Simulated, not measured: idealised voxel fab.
process module | voxel transistor to metal
cross-section cut | 295 nm wide | cells 5 nm
A cross-section is a grid of square cells, given in bands from the top down. A band is one or more rows of cells.
Each band's line starts with the height of the band's top and of its bottom, in nm. Then come its materials from left to right, each with its width in nm. One material with "throughout" fills the band from edge to edge. "air" is empty space.
Height 0 is the level under which the wafer as received is all one material. The lowest band goes on downwards, as in "0 down".
A width such as "30 to 40" changes by the same amount from each row of cells to the next, from the band's top row to its bottom row.
"no change" after a step means that no cell of the cross-section changed.
closed voids: empty space of 8 cells or more with no open way to the top, each as width x height at its distance from the left edge, in nm
after a step's settings: what the simulator itself notes on the step
overlay nm, on a step with a mask: how far to the right of its planned place the mask lay; to the left if negative
Each pair below shows a cross-section before one step and the cross-section after it, down to the lowest band that changed. The line under each pair gives the step between them, with its settings. The pairs can come from different runs of this module on the same starting wafer, so a pair continues from the pair above only where its "before" says so.
before
  0 down: Si throughout
  closed voids: none
after
  0 to -5: SiO2 throughout
  below -5: unchanged
  closed voids: none
the step between: op OXIDIZE | depth nm 5
before: the cross-section after the pair above
after
  15 to 0: SiN throughout
  below 0: unchanged
  closed voids: none
the step between: op CONFORMAL_DEP | material SiN | thk nm 15
before: the cross-section after the pair above
after
  15 to 0: air 20 | SiN 115 | air 20 | SiN 115 | air 25
  below 0: unchanged
  closed voids: none
the step between: op MASKED_ETCH | tone cover | mask id ACTIVE | width nm 115 | pitch nm 135 | etch materials SiN | depth nm 15 | overlay nm 0
before: the cross-section after the pair above
after
  15 to 0: air 20 | SiN 115 | air 20 | SiN 115 | air 25
  0 to -5: air 20 | SiO2 115 | air 20 | SiO2 115 | air 25
  below -5: unchanged
  closed voids: none
the step between: op MASKED_ETCH | tone cover | mask id ACTIVE | width nm 115 | pitch nm 135 | etch materials SiO2 | depth nm 5 | overlay nm 0
before: the cross-section after the pair above
after
  15 to 0: air 20 | SiN 115 | air 20 | SiN 115 | air 25
  0 to -5: air 20 | SiO2 115 | air 20 | SiO2 115 | air 25
  -5 to -40: air 20 | Si 115 | air 20 | Si 115 | air 25
  below -40: unchanged
  closed voids: none
the step between: op MASKED_ETCH | tone cover | mask id ACTIVE | width nm 115 | pitch nm 135 | etch materials Si | depth nm 35 | overlay nm 0
before: the cross-section after the pair above
after
  30 to 15: SiO2 throughout
  15 to 0: SiO2 20 | SiN 115 | SiO2 20 | SiN 115 | SiO2 25
  0 to -5: SiO2 throughout
  -5 to -40: SiO2 20 | Si 115 | SiO2 20 | Si 115 | SiO2 25
  below -40: unchanged
  closed voids: none
the step between: op FILL_DEP | material SiO2 | thk nm 15
before: the cross-section after the pair above
after
  15 to 0: SiO2 20 | SiN 115 | SiO2 20 | SiN 115 | SiO2 25
  below 0: unchanged
  closed voids: none
the step between: op CMP | height nm 15
before: the cross-section after the pair above
after
  15 to 10: air 20 | SiN 115 | air 20 | SiN 115 | air 25
  below 10: unchanged
  closed voids: none
the step between: op SELECTIVE_ETCH | etch materials SiO2 | depth nm 5
before: the cross-section after the pair above
after
  10 to 0: SiO2 20 | air 115 | SiO2 20 | air 115 | SiO2 25
  below 0: unchanged
  closed voids: none
the step between: op STRIP | etch materials SiN
before: the cross-section after the pair above
after
  5 to -5: SiO2 15 | air 125 | SiO2 10 | air 125 | SiO2 20
  below -5: unchanged
  closed voids: none
the step between: op SELECTIVE_ETCH | etch materials SiO2 | depth nm 5
before: the cross-section after the pair above
after
  5 to -5: SiO2 15 | air 125 | SiO2 10 | air 125 | SiO2 20
  -5 to -10: SiO2 throughout
  below -10: unchanged
  closed voids: none
the step between: op OXIDIZE | depth nm 5
before: the cross-section after the pair above
after
  25 to 15: polySi 15 | air 125 | polySi 10 | air 125 | polySi 20
  15 to 5: polySi throughout
  5 to -5: SiO2 15 | polySi 125 | SiO2 10 | polySi 125 | SiO2 20
  below -5: unchanged
  closed voids: none
the step between: op DIRECTIONAL_DEP | material polySi | thk nm 20
before: the cross-section after the pair above
after
  40 to 30: SiCN 15 | air 125 | SiCN 10 | air 125 | SiCN 20
  30 to 25: SiCN throughout
  25 to 15: polySi 15 | SiCN 125 | polySi 10 | SiCN 125 | polySi 20
  below 15: unchanged
  closed voids: none
the step between: op DIRECTIONAL_DEP | material SiCN | thk nm 15
before: the cross-section after the pair above
after
  55 to 45: aC 15 | air 125 | aC 10 | air 125 | aC 20
  45 to 40: aC throughout
  40 to 30: SiCN 15 | aC 125 | SiCN 10 | aC 125 | SiCN 20
  below 30: unchanged
  closed voids: none
the step between: op DIRECTIONAL_DEP | material aC | thk nm 15
before: the cross-section after the pair above
after
  90 to 55: air 70 | resist 15 | air 120 | resist 15 | air 75
  55 to 45: aC 15 | air 55 | resist 15 | air 55 | aC 10 | air 55 | resist 15 | air 55 | aC 20
  below 45: unchanged
  closed voids: none
the step between: op PATTERN | tone cover | mask id GATE | material resist | width nm 15 | pitch nm 135 | thk nm 35 | overlay nm 0
before: the cross-section after the pair above
after
  75 to 45: air 70 | resist 15 | air 120 | resist 15 | air 75
  45 to 40: air 70 | aC 15 | air 120 | aC 15 | air 75
  40 to 30: SiCN 15 | air 55 | aC 15 | air 55 | SiCN 10 | air 55 | aC 15 | air 55 | SiCN 20
  below 30: unchanged
  closed voids: none
the step between: op DIRECTIONAL_ETCH | etch materials aC | depth nm 15
before: the cross-section after the pair above
after
  45 to 40: air 70 | aC 15 | air 120 | aC 15 | air 75
  below 40: unchanged
  closed voids: none
the step between: op STRIP | etch materials resist
before: the cross-section after the pair above
after
  45 to 30: air 70 | aC 15 | air 120 | aC 15 | air 75
  30 to 25: air 70 | SiCN 15 | air 120 | SiCN 15 | air 75
  25 to 15: polySi 15 | air 55 | SiCN 15 | air 55 | polySi 10 | air 55 | SiCN 15 | air 55 | polySi 20
  below 15: unchanged
  closed voids: none
the step between: op DIRECTIONAL_ETCH | etch materials SiCN | depth nm 25
before: the cross-section after the pair above
after
  45 to 30: air 70 | aC 15 | air 120 | aC 15 | air 75
  30 to 15: air 70 | SiCN 15 | air 120 | SiCN 15 | air 75
  15 to 5: air 70 | polySi 15 | air 120 | polySi 15 | air 75
  5 to -5: SiO2 15 | air 55 | polySi 15 | air 55 | SiO2 10 | air 55 | polySi 15 | air 55 | SiO2 20
  below -5: unchanged
  closed voids: none
the step between: op DIRECTIONAL_ETCH | etch materials polySi | depth nm 30
before: the cross-section after the pair above
after
  30 to 15: air 70 | SiCN 15 | air 120 | SiCN 15 | air 75
  below 15: unchanged
  closed voids: none
the step between: op STRIP | etch materials aC
before: the cross-section after the pair above
after
  35 to 30: air 65 | SiN 25 | air 110 | SiN 25 | air 70
  30 to 15: air 65 | SiN 5 | SiCN 15 | SiN 5 | air 110 | SiN 5 | SiCN 15 | SiN 5 | air 70
  15 to 10: air 65 | SiN 5 | polySi 15 | SiN 5 | air 110 | SiN 5 | polySi 15 | SiN 5 | air 70
  10 to 5: SiN 20 | air 45 | SiN 5 | polySi 15 | SiN 5 | air 45 | SiN 20 | air 45 | SiN 5 | polySi 15 | SiN 5 | air 45 | SiN 25
  5 to 0: SiO2 15 | SiN 5 | air 45 | SiN 5 | polySi 15 | SiN 5 | air 45 | SiN 5 | SiO2 10 | SiN 5 | air 45 | SiN 5 | polySi 15 | SiN 5 | air 45 | SiN 5 | SiO2 20
  0 to -5: SiO2 15 | SiN 55 | polySi 15 | SiN 55 | SiO2 10 | SiN 55 | polySi 15 | SiN 55 | SiO2 20
  below -5: unchanged
  closed voids: none
the step between: op CONFORMAL_DEP | material SiN | thk nm 5
before: the cross-section after the pair above
after
  30 to 15: air 65 | SiN 5 | SiCN 15 | SiN 5 | air 110 | SiN 5 | SiCN 15 | SiN 5 | air 70
  15 to 5: air 65 | SiN 5 | polySi 15 | SiN 5 | air 110 | SiN 5 | polySi 15 | SiN 5 | air 70
  5 to -5: SiO2 15 | SiN 5 | air 45 | SiN 5 | polySi 15 | SiN 5 | air 45 | SiN 5 | SiO2 10 | SiN 5 | air 45 | SiN 5 | polySi 15 | SiN 5 | air 45 | SiN 5 | SiO2 20
  below -5: unchanged
  closed voids: none
the step between: op DIRECTIONAL_ETCH | etch materials SiN | depth nm 5
before: the cross-section after the pair above
after
  30 to 15: air 65 | SiN 5 | SiCN 15 | SiN 5 | air 110 | SiN 5 | SiCN 15 | SiN 5 | air 70
  15 to 5: air 65 | SiN 5 | polySi 15 | SiN 5 | air 110 | SiN 5 | polySi 15 | SiN 5 | air 70
  5 to 0: air 15 | SiN 5 | air 45 | SiN 5 | polySi 15 | SiN 5 | air 45 | SiN 5 | air 10 | SiN 5 | air 45 | SiN 5 | polySi 15 | SiN 5 | air 45 | SiN 5 | air 20
  0 to -5: SiO2 15 | SiN 5 | air 45 | SiN 5 | polySi 15 | SiN 5 | air 45 | SiN 5 | SiO2 10 | SiN 5 | air 45 | SiN 5 | polySi 15 | SiN 5 | air 45 | SiN 5 | SiO2 20
  -5 to -10: SiO2 20 | air 45 | SiO2 25 | air 45 | SiO2 20 | air 45 | SiO2 25 | air 45 | SiO2 25
  below -10: unchanged
  closed voids: none
the step between: op DIRECTIONAL_ETCH | etch materials SiO2 | depth nm 5
before: the cross-section after the pair above
after
  30 to 15: air 65 | SiN 5 | SiCN 15 | SiN 5 | air 110 | SiN 5 | SiCN 15 | SiN 5 | air 70
  15 to 5: air 65 | SiN 5 | polySi 15 | SiN 5 | air 110 | SiN 5 | polySi 15 | SiN 5 | air 70
  5 to 0: air 15 | SiN 5 | air 45 | SiN 5 | polySi 15 | SiN 5 | air 45 | SiN 5 | air 10 | SiN 5 | air 45 | SiN 5 | polySi 15 | SiN 5 | air 45 | SiN 5 | air 20
  0 to -5: SiO2 15 | SiN 5 | air 45 | SiN 5 | polySi 15 | SiN 5 | air 45 | SiN 5 | SiO2 10 | SiN 5 | air 45 | SiN 5 | polySi 15 | SiN 5 | air 45 | SiN 5 | SiO2 20
  -5 to -10: SiO2 20 | air 45 | SiO2 25 | air 45 | SiO2 20 | air 45 | SiO2 25 | air 45 | SiO2 25
  -10 to -15: SiO2 20 | air 45 | Si 25 | air 45 | SiO2 20 | air 45 | Si 25 | air 45 | SiO2 25
  below -15: unchanged
  closed voids: none
the step between: op DIRECTIONAL_ETCH | etch materials Si | depth nm 5
before: the cross-section after the pair above
after
  30 to 15: air 65 | SiN 5 | SiCN 15 | SiN 5 | air 110 | SiN 5 | SiCN 15 | SiN 5 | air 70
  15 to 5: air 65 | SiN 5 | polySi 15 | SiN 5 | air 110 | SiN 5 | polySi 15 | SiN 5 | air 70
  5 to 0: air 15 | SiN 5 | air 45 | SiN 5 | polySi 15 | SiN 5 | air 45 | SiN 5 | air 10 | SiN 5 | air 45 | SiN 5 | polySi 15 | SiN 5 | air 45 | SiN 5 | air 20
  0 to -5: SiO2 15 | SiN 5 | air 35 | pSi 10 | SiN 5 | polySi 15 | SiN 5 | pSi 10 | air 35 | SiN 5 | SiO2 10 | SiN 5 | air 35 | pSi 10 | SiN 5 | polySi 15 | SiN 5 | pSi 10 | air 35 | SiN 5 | SiO2 20
  -5 to -10: SiO2 20 | pSi 45 | SiO2 25 | pSi 45 | SiO2 20 | pSi 45 | SiO2 25 | pSi 45 | SiO2 25
  -10 to -15: SiO2 20 | pSi 45 | Si 25 | pSi 45 | SiO2 20 | pSi 45 | Si 25 | pSi 45 | SiO2 25
  below -15: unchanged
  closed voids: none
the step between: op EPI | material pSi | thk nm 10
before: the cross-section after the pair above
after
  40 to 30: SiO2 throughout
  30 to 15: SiO2 65 | SiN 5 | SiCN 15 | SiN 5 | SiO2 110 | SiN 5 | SiCN 15 | SiN 5 | SiO2 70
  15 to 5: SiO2 65 | SiN 5 | polySi 15 | SiN 5 | SiO2 110 | SiN 5 | polySi 15 | SiN 5 | SiO2 70
  5 to 0: SiO2 15 | SiN 5 | SiO2 45 | SiN 5 | polySi 15 | SiN 5 | SiO2 45 | SiN 5 | SiO2 10 | SiN 5 | SiO2 45 | SiN 5 | polySi 15 | SiN 5 | SiO2 45 | SiN 5 | SiO2 20
  0 to -5: SiO2 15 | SiN 5 | SiO2 35 | pSi 10 | SiN 5 | polySi 15 | SiN 5 | pSi 10 | SiO2 35 | SiN 5 | SiO2 10 | SiN 5 | SiO2 35 | pSi 10 | SiN 5 | polySi 15 | SiN 5 | pSi 10 | SiO2 35 | SiN 5 | SiO2 20
  below -5: unchanged
  closed voids: none
the step between: op FILL_DEP | material SiO2 | thk nm 10
before: the cross-section after the pair above
after
  30 to 15: SiO2 65 | SiN 5 | SiCN 15 | SiN 5 | SiO2 110 | SiN 5 | SiCN 15 | SiN 5 | SiO2 70
  below 15: unchanged
  closed voids: none
the step between: op CMP | height nm 30
before: the cross-section after the pair above
after
  45 to 30: SiO2 throughout
  below 30: unchanged
  closed voids: none
the step between: op DIRECTIONAL_DEP | material SiO2 | thk nm 15
before: the cross-section after the pair above
after
  45 to 30: SiO2 30 | air 20 | SiO2 55 | air 20 | SiO2 40 | air 20 | SiO2 55 | air 20 | SiO2 35
  30 to 15: SiO2 30 | air 20 | SiO2 15 | SiN 5 | SiCN 15 | SiN 5 | SiO2 15 | air 20 | SiO2 40 | air 20 | SiO2 15 | SiN 5 | SiCN 15 | SiN 5 | SiO2 15 | air 20 | SiO2 35
  15 to 5: SiO2 30 | air 20 | SiO2 15 | SiN 5 | polySi 15 | SiN 5 | SiO2 15 | air 20 | SiO2 40 | air 20 | SiO2 15 | SiN 5 | polySi 15 | SiN 5 | SiO2 15 | air 20 | SiO2 35
  5 to 0: SiO2 15 | SiN 5 | SiO2 10 | air 20 | SiO2 15 | SiN 5 | polySi 15 | SiN 5 | SiO2 15 | air 20 | SiO2 10 | SiN 5 | SiO2 10 | SiN 5 | SiO2 10 | air 20 | SiO2 15 | SiN 5 | polySi 15 | SiN 5 | SiO2 15 | air 20 | SiO2 10 | SiN 5 | SiO2 20
  0 to -5: SiO2 15 | SiN 5 | SiO2 10 | air 20 | SiO2 5 | pSi 10 | SiN 5 | polySi 15 | SiN 5 | pSi 10 | SiO2 5 | air 20 | SiO2 10 | SiN 5 | SiO2 10 | SiN 5 | SiO2 10 | air 20 | SiO2 5 | pSi 10 | SiN 5 | polySi 15 | SiN 5 | pSi 10 | SiO2 5 | air 20 | SiO2 10 | SiN 5 | SiO2 20
  below -5: unchanged
  closed voids: none
the step between: op MASKED_ETCH | tone open | mask id CONTACT | width nm 20 | etch materials SiO2 | depth nm 50 | overlay nm 0
before: the cross-section after the pair above
after
  50 to 45: TiN 35 | air 10 | TiN 65 | air 10 | TiN 50 | air 10 | TiN 65 | air 10 | TiN 40
  45 to 30: SiO2 30 | TiN 5 | air 10 | TiN 5 | SiO2 55 | TiN 5 | air 10 | TiN 5 | SiO2 40 | TiN 5 | air 10 | TiN 5 | SiO2 55 | TiN 5 | air 10 | TiN 5 | SiO2 35
  30 to 15: SiO2 30 | TiN 5 | air 10 | TiN 5 | SiO2 15 | SiN 5 | SiCN 15 | SiN 5 | SiO2 15 | TiN 5 | air 10 | TiN 5 | SiO2 40 | TiN 5 | air 10 | TiN 5 | SiO2 15 | SiN 5 | SiCN 15 | SiN 5 | SiO2 15 | TiN 5 | air 10 | TiN 5 | SiO2 35
  15 to 5: SiO2 30 | TiN 5 | air 10 | TiN 5 | SiO2 15 | SiN 5 | polySi 15 | SiN 5 | SiO2 15 | TiN 5 | air 10 | TiN 5 | SiO2 40 | TiN 5 | air 10 | TiN 5 | SiO2 15 | SiN 5 | polySi 15 | SiN 5 | SiO2 15 | TiN 5 | air 10 | TiN 5 | SiO2 35
  5 to 0: SiO2 15 | SiN 5 | SiO2 10 | TiN 5 | air 10 | TiN 5 | SiO2 15 | SiN 5 | polySi 15 | SiN 5 | SiO2 15 | TiN 5 | air 10 | TiN 5 | SiO2 10 | SiN 5 | SiO2 10 | SiN 5 | SiO2 10 | TiN 5 | air 10 | TiN 5 | SiO2 15 | SiN 5 | polySi 15 | SiN 5 | SiO2 15 | TiN 5 | air 10 | TiN 5 | SiO2 10 | SiN 5 | SiO2 20
  0 to -5: SiO2 15 | SiN 5 | SiO2 10 | TiN 20 | SiO2 5 | pSi 10 | SiN 5 | polySi 15 | SiN 5 | pSi 10 | SiO2 5 | TiN 20 | SiO2 10 | SiN 5 | SiO2 10 | SiN 5 | SiO2 10 | TiN 20 | SiO2 5 | pSi 10 | SiN 5 | polySi 15 | SiN 5 | pSi 10 | SiO2 5 | TiN 20 | SiO2 10 | SiN 5 | SiO2 20
  below -5: unchanged
  closed voids: none
the step between: op CONFORMAL_DEP | material TiN | thk nm 5
before: the cross-section after the pair above
after
  60 to 50: W throughout
  50 to 45: TiN 35 | W 10 | TiN 65 | W 10 | TiN 50 | W 10 | TiN 65 | W 10 | TiN 40
  45 to 30: SiO2 30 | TiN 5 | W 10 | TiN 5 | SiO2 55 | TiN 5 | W 10 | TiN 5 | SiO2 40 | TiN 5 | W 10 | TiN 5 | SiO2 55 | TiN 5 | W 10 | TiN 5 | SiO2 35
  30 to 15: SiO2 30 | TiN 5 | W 10 | TiN 5 | SiO2 15 | SiN 5 | SiCN 15 | SiN 5 | SiO2 15 | TiN 5 | W 10 | TiN 5 | SiO2 40 | TiN 5 | W 10 | TiN 5 | SiO2 15 | SiN 5 | SiCN 15 | SiN 5 | SiO2 15 | TiN 5 | W 10 | TiN 5 | SiO2 35
  15 to 5: SiO2 30 | TiN 5 | W 10 | TiN 5 | SiO2 15 | SiN 5 | polySi 15 | SiN 5 | SiO2 15 | TiN 5 | W 10 | TiN 5 | SiO2 40 | TiN 5 | W 10 | TiN 5 | SiO2 15 | SiN 5 | polySi 15 | SiN 5 | SiO2 15 | TiN 5 | W 10 | TiN 5 | SiO2 35
  5 to 0: SiO2 15 | SiN 5 | SiO2 10 | TiN 5 | W 10 | TiN 5 | SiO2 15 | SiN 5 | polySi 15 | SiN 5 | SiO2 15 | TiN 5 | W 10 | TiN 5 | SiO2 10 | SiN 5 | SiO2 10 | SiN 5 | SiO2 10 | TiN 5 | W 10 | TiN 5 | SiO2 15 | SiN 5 | polySi 15 | SiN 5 | SiO2 15 | TiN 5 | W 10 | TiN 5 | SiO2 10 | SiN 5 | SiO2 20
  below 0: unchanged
  closed voids: none
the step between: op FILL_DEP | material W | thk nm 10
before: the cross-section after the pair above
after
  45 to 30: SiO2 30 | TiN 5 | W 10 | TiN 5 | SiO2 55 | TiN 5 | W 10 | TiN 5 | SiO2 40 | TiN 5 | W 10 | TiN 5 | SiO2 55 | TiN 5 | W 10 | TiN 5 | SiO2 35
  below 30: unchanged
  closed voids: none
the step between: op CMP | height nm 45
before: the cross-section after the pair above
after
  50 to 45: TiN throughout
  below 45: unchanged
  closed voids: none
the step between: op DIRECTIONAL_DEP | material TiN | thk nm 5
before: the cross-section after the pair above
after
  70 to 50: Ru throughout
  below 50: unchanged
  closed voids: none
the step between: op DIRECTIONAL_DEP | material Ru | thk nm 20
before: the cross-section after the pair above
after
  85 to 70: aC throughout
  below 70: unchanged
  closed voids: none
the step between: op DIRECTIONAL_DEP | material aC | thk nm 15
before: the cross-section after the pair above
after
  115 to 85: air 30 | resist 20 | air 55 | resist 20 | air 40 | resist 20 | air 55 | resist 20 | air 35
  below 85: unchanged
  closed voids: none
the step between: op PATTERN | tone cover | mask id METAL_1 | material resist | width nm 20 | thk nm 30 | overlay nm 0
before: the cross-section after the pair above
after
  100 to 85: air 30 | resist 20 | air 55 | resist 20 | air 40 | resist 20 | air 55 | resist 20 | air 35
  85 to 70: air 30 | aC 20 | air 55 | aC 20 | air 40 | aC 20 | air 55 | aC 20 | air 35
  below 70: unchanged
  closed voids: none
the step between: op DIRECTIONAL_ETCH | etch materials aC | depth nm 15
before: the cross-section after the pair above
after
  85 to 70: air 30 | aC 20 | air 55 | aC 20 | air 40 | aC 20 | air 55 | aC 20 | air 35
  below 70: unchanged
  closed voids: none
the step between: op STRIP | etch materials resist
before: the cross-section after the pair above
after
  85 to 70: air 30 | aC 20 | air 55 | aC 20 | air 40 | aC 20 | air 55 | aC 20 | air 35
  70 to 50: air 30 | Ru 20 | air 55 | Ru 20 | air 40 | Ru 20 | air 55 | Ru 20 | air 35
  below 50: unchanged
  closed voids: none
the step between: op DIRECTIONAL_ETCH | etch materials Ru | depth nm 20
before: the cross-section after the pair above
after
  85 to 70: air 30 | aC 20 | air 55 | aC 20 | air 40 | aC 20 | air 55 | aC 20 | air 35
  70 to 50: air 30 | Ru 20 | air 55 | Ru 20 | air 40 | Ru 20 | air 55 | Ru 20 | air 35
  50 to 45: air 30 | TiN 20 | air 55 | TiN 20 | air 40 | TiN 20 | air 55 | TiN 20 | air 35
  below 45: unchanged
  closed voids: none
the step between: op DIRECTIONAL_ETCH | etch materials TiN | depth nm 5
before: the cross-section after the pair above
after
  70 to 50: air 30 | Ru 20 | air 55 | Ru 20 | air 40 | Ru 20 | air 55 | Ru 20 | air 35
  below 50: unchanged
  closed voids: none
the step between: op STRIP | etch materials aC
before: the cross-section after the pair above
after
  75 to 70: air 25 | SiCN 30 | air 45 | SiCN 30 | air 30 | SiCN 30 | air 45 | SiCN 30 | air 30
  70 to 50: air 25 | SiCN 5 | Ru 20 | SiCN 5 | air 45 | SiCN 5 | Ru 20 | SiCN 5 | air 30 | SiCN 5 | Ru 20 | SiCN 5 | air 45 | SiCN 5 | Ru 20 | SiCN 5 | air 30
  50 to 45: SiCN 30 | TiN 20 | SiCN 55 | TiN 20 | SiCN 40 | TiN 20 | SiCN 55 | TiN 20 | SiCN 35
  below 45: unchanged
  closed voids: none
the step between: op CONFORMAL_DEP | material SiCN | thk nm 5
before: the cross-section after the pair above
after
  85 to 75: SiO2 throughout
  75 to 70: SiO2 25 | SiCN 30 | SiO2 45 | SiCN 30 | SiO2 30 | SiCN 30 | SiO2 45 | SiCN 30 | SiO2 30
  70 to 50: SiO2 25 | SiCN 5 | Ru 20 | SiCN 5 | SiO2 45 | SiCN 5 | Ru 20 | SiCN 5 | SiO2 30 | SiCN 5 | Ru 20 | SiCN 5 | SiO2 45 | SiCN 5 | Ru 20 | SiCN 5 | SiO2 30
  below 50: unchanged
  closed voids: none
the step between: op FILL_DEP | material SiO2 | thk nm 10
before: the cross-section after the pair above
after
  70 to 50: SiO2 25 | SiCN 5 | Ru 20 | SiCN 5 | SiO2 45 | SiCN 5 | Ru 20 | SiCN 5 | SiO2 30 | SiCN 5 | Ru 20 | SiCN 5 | SiO2 45 | SiCN 5 | Ru 20 | SiCN 5 | SiO2 30
  below 50: unchanged
  closed voids: none
the step between: op CMP | height nm 70
before: the cross-section after the pair above
after
  75 to 70: SiN throughout
  below 70: unchanged
  closed voids: none
the step between: op CONFORMAL_DEP | material SiN | thk nm 5
before
  30 to 15: SiO2 throughout
  15 to 0: SiO2 20 | SiN 115 | SiO2 20 | SiN 115 | SiO2 25
  0 to -5: SiO2 throughout
  -5 to -40: SiO2 20 | Si 115 | SiO2 20 | Si 115 | SiO2 25
  -40 down: Si throughout
  closed voids: none
after
  25 to 15: SiO2 throughout
  below 15: unchanged
  closed voids: none
the step between: op SELECTIVE_ETCH | etch materials SiO2 | depth nm 5
before: the cross-section after the pair above
after
  20 to 15: SiO2 throughout
  below 15: unchanged
  closed voids: none
the step between: op SELECTIVE_ETCH | etch materials SiO2 | depth nm 5
before: the cross-section after the pair above
after
  40 to 20: polySi throughout
  below 20: unchanged
  closed voids: none
the step between: op DIRECTIONAL_DEP | material polySi | thk nm 20
before: the cross-section after the pair above
after
  55 to 40: SiCN throughout
  below 40: unchanged
  closed voids: none
the step between: op DIRECTIONAL_DEP | material SiCN | thk nm 15
before: the cross-section after the pair above
after
  70 to 55: aC throughout
  below 55: unchanged
  closed voids: none
the step between: op DIRECTIONAL_DEP | material aC | thk nm 15
before: the cross-section after the pair above
after
  105 to 70: air 70 | resist 15 | air 120 | resist 15 | air 75
  below 70: unchanged
  closed voids: none
the step between: op PATTERN | tone cover | mask id GATE | material resist | width nm 15 | pitch nm 135 | thk nm 35 | overlay nm 0
before: the cross-section after the pair above
after
  90 to 70: air 70 | resist 15 | air 120 | resist 15 | air 75
  70 to 55: air 70 | aC 15 | air 120 | aC 15 | air 75
  below 55: unchanged
  closed voids: none
the step between: op DIRECTIONAL_ETCH | etch materials aC | depth nm 15
before: the cross-section after the pair above
after
  70 to 55: air 70 | aC 15 | air 120 | aC 15 | air 75
  below 55: unchanged
  closed voids: none
the step between: op STRIP | etch materials resist
before: the cross-section after the pair above
after
  70 to 55: air 70 | aC 15 | air 120 | aC 15 | air 75
  55 to 40: air 70 | SiCN 15 | air 120 | SiCN 15 | air 75
  below 40: unchanged
  closed voids: none
the step between: op DIRECTIONAL_ETCH | etch materials SiCN | depth nm 25
before: the cross-section after the pair above
after
  70 to 55: air 70 | aC 15 | air 120 | aC 15 | air 75
  55 to 40: air 70 | SiCN 15 | air 120 | SiCN 15 | air 75
  40 to 20: air 70 | polySi 15 | air 120 | polySi 15 | air 75
  below 20: unchanged
  closed voids: none
the step between: op DIRECTIONAL_ETCH | etch materials polySi | depth nm 30
before: the cross-section after the pair above
after
  55 to 40: air 70 | SiCN 15 | air 120 | SiCN 15 | air 75
  below 40: unchanged
  closed voids: none
the step between: op STRIP | etch materials aC
before: the cross-section after the pair above
after
  60 to 55: air 65 | SiN 25 | air 110 | SiN 25 | air 70
  55 to 40: air 65 | SiN 5 | SiCN 15 | SiN 5 | air 110 | SiN 5 | SiCN 15 | SiN 5 | air 70
  40 to 25: air 65 | SiN 5 | polySi 15 | SiN 5 | air 110 | SiN 5 | polySi 15 | SiN 5 | air 70
  25 to 20: SiN 70 | polySi 15 | SiN 120 | polySi 15 | SiN 75
  below 20: unchanged
  closed voids: none
the step between: op CONFORMAL_DEP | material SiN | thk nm 5
before: the cross-section after the pair above
after
  55 to 40: air 65 | SiN 5 | SiCN 15 | SiN 5 | air 110 | SiN 5 | SiCN 15 | SiN 5 | air 70
  40 to 20: air 65 | SiN 5 | polySi 15 | SiN 5 | air 110 | SiN 5 | polySi 15 | SiN 5 | air 70
  below 20: unchanged
  closed voids: none
the step between: op DIRECTIONAL_ETCH | etch materials SiN | depth nm 5
before: the cross-section after the pair above
after
  55 to 40: air 65 | SiN 5 | SiCN 15 | SiN 5 | air 110 | SiN 5 | SiCN 15 | SiN 5 | air 70
  40 to 20: air 65 | SiN 5 | polySi 15 | SiN 5 | air 110 | SiN 5 | polySi 15 | SiN 5 | air 70
  20 to 15: air 65 | SiO2 25 | air 110 | SiO2 25 | air 70
  below 15: unchanged
  closed voids: none
the step between: op DIRECTIONAL_ETCH | etch materials SiO2 | depth nm 5
before: the cross-section after the pair above
after
  65 to 55: SiO2 throughout
  55 to 40: SiO2 65 | SiN 5 | SiCN 15 | SiN 5 | SiO2 110 | SiN 5 | SiCN 15 | SiN 5 | SiO2 70
  40 to 20: SiO2 65 | SiN 5 | polySi 15 | SiN 5 | SiO2 110 | SiN 5 | polySi 15 | SiN 5 | SiO2 70
  20 to 15: SiO2 throughout
  below 15: unchanged
  closed voids: none
the step between: op FILL_DEP | material SiO2 | thk nm 10
before: the cross-section after the pair above
after
  30 to 20: SiO2 65 | SiN 5 | polySi 15 | SiN 5 | SiO2 110 | SiN 5 | polySi 15 | SiN 5 | SiO2 70
  below 20: unchanged
  closed voids: none
the step between: op CMP | height nm 30
before: the cross-section after the pair above
after
  45 to 30: SiO2 throughout
  below 30: unchanged
  closed voids: none
the step between: op DIRECTIONAL_DEP | material SiO2 | thk nm 15
before: the cross-section after the pair above
after
  45 to 30: SiO2 30 | air 20 | SiO2 55 | air 20 | SiO2 40 | air 20 | SiO2 55 | air 20 | SiO2 35
  30 to 20: SiO2 30 | air 20 | SiO2 15 | SiN 5 | polySi 15 | SiN 5 | SiO2 15 | air 20 | SiO2 40 | air 20 | SiO2 15 | SiN 5 | polySi 15 | SiN 5 | SiO2 15 | air 20 | SiO2 35
  20 to 15: SiO2 30 | air 20 | SiO2 55 | air 20 | SiO2 40 | air 20 | SiO2 55 | air 20 | SiO2 35
  below 15: unchanged
  closed voids: none
the step between: op MASKED_ETCH | tone open | mask id CONTACT | width nm 20 | etch materials SiO2 | depth nm 50 | overlay nm 0
before: the cross-section after the pair above
after
  50 to 45: TiN 35 | air 10 | TiN 65 | air 10 | TiN 50 | air 10 | TiN 65 | air 10 | TiN 40
  45 to 30: SiO2 30 | TiN 5 | air 10 | TiN 5 | SiO2 55 | TiN 5 | air 10 | TiN 5 | SiO2 40 | TiN 5 | air 10 | TiN 5 | SiO2 55 | TiN 5 | air 10 | TiN 5 | SiO2 35
  30 to 20: SiO2 30 | TiN 5 | air 10 | TiN 5 | SiO2 15 | SiN 5 | polySi 15 | SiN 5 | SiO2 15 | TiN 5 | air 10 | TiN 5 | SiO2 40 | TiN 5 | air 10 | TiN 5 | SiO2 15 | SiN 5 | polySi 15 | SiN 5 | SiO2 15 | TiN 5 | air 10 | TiN 5 | SiO2 35
  20 to 15: SiO2 30 | TiN 20 | SiO2 55 | TiN 20 | SiO2 40 | TiN 20 | SiO2 55 | TiN 20 | SiO2 35
  below 15: unchanged
  closed voids: none
the step between: op CONFORMAL_DEP | material TiN | thk nm 5
before: the cross-section after the pair above
after
  60 to 50: W throughout
  50 to 45: TiN 35 | W 10 | TiN 65 | W 10 | TiN 50 | W 10 | TiN 65 | W 10 | TiN 40
  45 to 30: SiO2 30 | TiN 5 | W 10 | TiN 5 | SiO2 55 | TiN 5 | W 10 | TiN 5 | SiO2 40 | TiN 5 | W 10 | TiN 5 | SiO2 55 | TiN 5 | W 10 | TiN 5 | SiO2 35
  30 to 20: SiO2 30 | TiN 5 | W 10 | TiN 5 | SiO2 15 | SiN 5 | polySi 15 | SiN 5 | SiO2 15 | TiN 5 | W 10 | TiN 5 | SiO2 40 | TiN 5 | W 10 | TiN 5 | SiO2 15 | SiN 5 | polySi 15 | SiN 5 | SiO2 15 | TiN 5 | W 10 | TiN 5 | SiO2 35
  below 20: unchanged
  closed voids: none
the step between: op FILL_DEP | material W | thk nm 10
before: the cross-section after the pair above
after
  45 to 30: SiO2 30 | TiN 5 | W 10 | TiN 5 | SiO2 55 | TiN 5 | W 10 | TiN 5 | SiO2 40 | TiN 5 | W 10 | TiN 5 | SiO2 55 | TiN 5 | W 10 | TiN 5 | SiO2 35
  below 30: unchanged
  closed voids: none
the step between: op CMP | height nm 45
